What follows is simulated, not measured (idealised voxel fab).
The process module presented herein is designated voxel tone inversion.
Pictured: cross-section cut, 210 nm wide, on a grid of 5 nm square cells.
Format of a cross-section: grid, square cells. Given as bands. Order: top down. Band: one or more rows of cells. The band entry comprises the height of the band's top followed by the height of its bottom, expressed in nm, and subsequently the band's materials from left to right, each stated together with its width in nm. Where a single material is marked with the word "edge to edge", that material fills the band from edge to edge. The word "air" represents empty space. Basically, 0 is our baseline, since under it the wafer straight out of the box is all one material. The bottom band has no lower end and keeps on going down, so it looks like "top 0, no bottom". So if you see something like "30->40" for the width, read it as the top row of the band sitting at the first number and the bottom row at the second, with every row in between moving by the same amount as the last. Take "nothing altered" at face value: in the step it is given for, the cross-section changed in none of its cells. "Cavities, closed" means: voids of 8 cells or more that are shut off from the top with no open way through. Written width x height at distance, distance from the left edge, in nm. If you see something after the settings on a step's line, that's the simulator's own remark about that step. Steps that use a mask can have "overlay nm" on their line. It says how far the mask sat to the right of where it was meant to be. Negative means to the left.
# So here's the lineup of process steps we planned
1 RECEIVE (material Si)
2 CONFORMAL_DEP (material SiCN; thk nm 5)
3 DIRECTIONAL_DEP (material polySi; thk nm 25)
4 PATTERN (tone cover; mask id POSTS; material resist; width nm 20; pitch nm 35; thk nm 35; overlay nm 0)
5 DIRECTIONAL_ETCH (etch materials polySi; depth nm 25)
6 STRIP (etch materials resist)
7 FILL_DEP (material lowk; thk nm 5)
8 CMP (height nm 30)
9 STRIP (etch materials polySi)
# Cross-section of the incoming wafer, state after step 1
> top 0, no bottom: Si edge to edge
> Cavities, closed: none
# End state of the module in cross-section, given the above starting point and plan and one mistake in execution
> top 30, bottom 5: air (75) | lowk (20) | air (15) | lowk (20) | air (80)
> top 5, bottom 0: SiCN edge to edge
> top 0, no bottom: Si edge to edge
> Cavities, closed: none
Deviation from plan: step 4 ran with different settings than intended, the actual operation and settings being PATTERN (tone open; mask id POSTS; material resist; width nm 20; pitch nm 35; thk nm 35; overlay nm 0)
